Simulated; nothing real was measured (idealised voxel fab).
Presented below is a process module, voxel wiring stack.
The width of the displayed cross-section, cut, is 300 nm; its cells are square, with a size of 5 nm.
Cross-section format: a grid of square cells, given as bands from top to bottom; each band is one or more rows of cells.
Top height, bottom height, nm. Materials left to right, width each, nm. Single material + "everywhere" = fills band edge to edge. "blank" = empty.
A quick word on heights: they are counted from 0, and under that level the wafer as it came to us is one material throughout. The lowest band is different from the rest in having no bottom; it simply continues downward, written as in "0 -> down".
Quick explanation for "30->40": the width changes in equal steps down the rows of cells, from the first number in the band's top row to the second number in its bottom row.
"remains unaltered" -> step changed no cross-section cell.
Listed in "Sealed voids": every empty space of 8 or more cells without an open way to the top. Form: width x height at distance, the distance being from the left edge, all in nm.
Formally, on a step line, whatever follows the settings is a remark that the simulator itself makes on the step.
Each step line may optionally specify "overlay nm", which for a step with a mask gives the rightward distance between the mask's planned place and where it lay, a negative value indicating the leftward direction.
-- The process steps that were planned are listed below
1. RECEIVE | material Si
2. CONFORMAL_DEP | material SiO2 | thk nm 10
3. DIRECTIONAL_DEP | material TiN | thk nm 5
4. DIRECTIONAL_DEP | material W | thk nm 20
5. PATTERN | tone cover | mask id METAL_1 | material resist | width nm 30 | pitch nm 60 | thk nm 20 | overlay nm 0
6. DIRECTIONAL_ETCH | etch materials W | depth nm 20
7. DIRECTIONAL_ETCH | etch materials TiN | depth nm 5
8. STRIP | etch materials resist
9. CONFORMAL_DEP | material SiN | thk nm 5
10. FILL_DEP | material SiO2 | thk nm 5
11. CMP | height nm 35
12. CONFORMAL_DEP | material SiCN | thk nm 5
13. DIRECTIONAL_DEP | material SiO2 | thk nm 30
14. MASKED_ETCH | tone open | mask id METAL_2_HOLES | width nm 15 | pitch nm 60 | etch materials SiO2 | depth nm 30 | overlay nm 0
15. PATTERN | tone open | mask id METAL_2 | material resist | width nm 30 | pitch nm 60 | thk nm 15 | overlay nm 0
16. DIRECTIONAL_ETCH | etch materials SiO2 | depth nm 15
17. DIRECTIONAL_ETCH | etch materials SiCN | depth nm 5
18. STRIP | etch materials resist
19. CONFORMAL_DEP | material TiN | thk nm 5
20. FILL_DEP | material Cu | thk nm 10
21. CMP | height nm 70
22. CONFORMAL_DEP | material SiCN | thk nm 5
-- Wafer at receipt (post step 1), cross-section
	0 -> down = Si everywhere
	Sealed voids: none
-- The module was run from the start shown above using the plan shown above, but one mistake was made doing it; the resulting wafer cross-section is below
	75 -> 70 = SiCN everywhere
	70 -> 60 = 75 SiO2; 5 TiN; 5 Cu; 5 TiN; 45 SiO2; 5 TiN; 5 Cu; 5 TiN; 45 SiO2; 5 TiN; 5 Cu; 5 TiN; 90 SiO2
	60 -> 55 = 75 SiO2; 15 TiN; 45 SiO2; 15 TiN; 45 SiO2; 15 TiN; 90 SiO2
	55 -> 40 = SiO2 everywhere
	40 -> 35 = SiCN everywhere
	35 -> 15 = 70 SiO2; 5 SiN; 30 W; 5 SiN; 20 SiO2; 5 SiN; 30 W; 5 SiN; 20 SiO2; 5 SiN; 30 W; 5 SiN; 70 SiO2
	15 -> 10 = 75 SiN; 30 TiN; 30 SiN; 30 TiN; 30 SiN; 30 TiN; 75 SiN
	10 -> 0 = SiO2 everywhere
	0 -> down = Si everywhere
	Sealed voids: none
What was the processing mistake? plan step 13 was conducted twice
